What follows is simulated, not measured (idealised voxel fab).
The name of this process module is voxel tone inversion.
For reference, the cross-section in this document is cut, with width 295 nm and square cells of 5 nm.
The cross-sections in this document take the form of a grid made of square cells. They are written out as bands, in order from top to bottom. Each band consists of one or more rows of cells.
Look at the band entry: it leads with the top's height and the bottom's height in nm. Then it lists the materials left to right, with a width in nm for each. The word "throughout" on a single material says that material fills the band edge to edge. The word "empty" is empty space.
Where do heights start? At 0: under that level the wafer as delivered is made of one material only. And the lowest band has no floor; it just carries on downward, as in "0 -> down".
The width entry "30..40" should be interpreted row by row: the top row of cells in the band takes the first number, the bottom row takes the second number, and the change between adjacent rows is uniform throughout.
Take "identical to before" at face value: in the step it is given for, the cross-section changed in none of its cells.
The entry "Closed-off voids" lists the empty spaces that cover at least 8 cells and have no open path to the top. Each is written as width x height at distance, where the distance is measured from the left edge and all three values are in nm.
If you see something after the settings on a step's line, that's the simulator's own remark about that step.
"overlay nm" denotes, for a step that has a mask, the displacement of the mask to the right of its planned place, with negative values corresponding to the left.
BELOW IS THE LIST OF PLANNED PROCESS STEPS
1: RECEIVE, material Si
2: CONFORMAL_DEP, material SiN, thk nm 10
3: DIRECTIONAL_DEP, material polySi, thk nm 20
4: PATTERN, tone cover, mask id POSTS, material resist, width nm 20, pitch nm 50, thk nm 30, overlay nm 0
5: DIRECTIONAL_ETCH, etch materials polySi, depth nm 20
6: STRIP, etch materials resist
7: FILL_DEP, material lowk, thk nm 10
8: CMP, height nm 30
9: STRIP, etch materials polySi
10: CONFORMAL_DEP, material TiN, thk nm 5
11: FILL_DEP, material Ru, thk nm 5
12: CMP, height nm 30
13: CONFORMAL_DEP, material SiCN, thk nm 5
CROSS-SECTION, INCOMING MATERIAL, AFTER STEP 1
* 0 -> down  Si throughout
* Closed-off voids: none
LOOK AT THE CROSS-SECTION AFTER THE MODULE: THE WAFER STARTED OUT THE WAY SHOWN ABOVE AND THE PLAN WAS THE ONE SHOWN ABOVE, YET ONE MISTAKE WAS MADE ALONG THE WAY
* 35 -> 30  SiCN throughout
* 30 -> 15  105 of Ru, then 5 of TiN, then 20 of lowk, then 5 of TiN, then 20 of Ru, then 5 of TiN, then 20 of lowk, then 5 of TiN, then 110 of Ru
* 15 -> 10  110 of TiN, then 20 of lowk, then 30 of TiN, then 20 of lowk, then 115 of TiN
* 10 -> 0  SiN throughout
* 0 -> down  Si throughout
* Closed-off voids: none
What was done differently from what was planned? step 4 was processed under conditions differing from the plan, specifically as PATTERN, tone open, mask id POSTS, material resist, width nm 20, pitch nm 50, thk nm 30, overlay nm 0
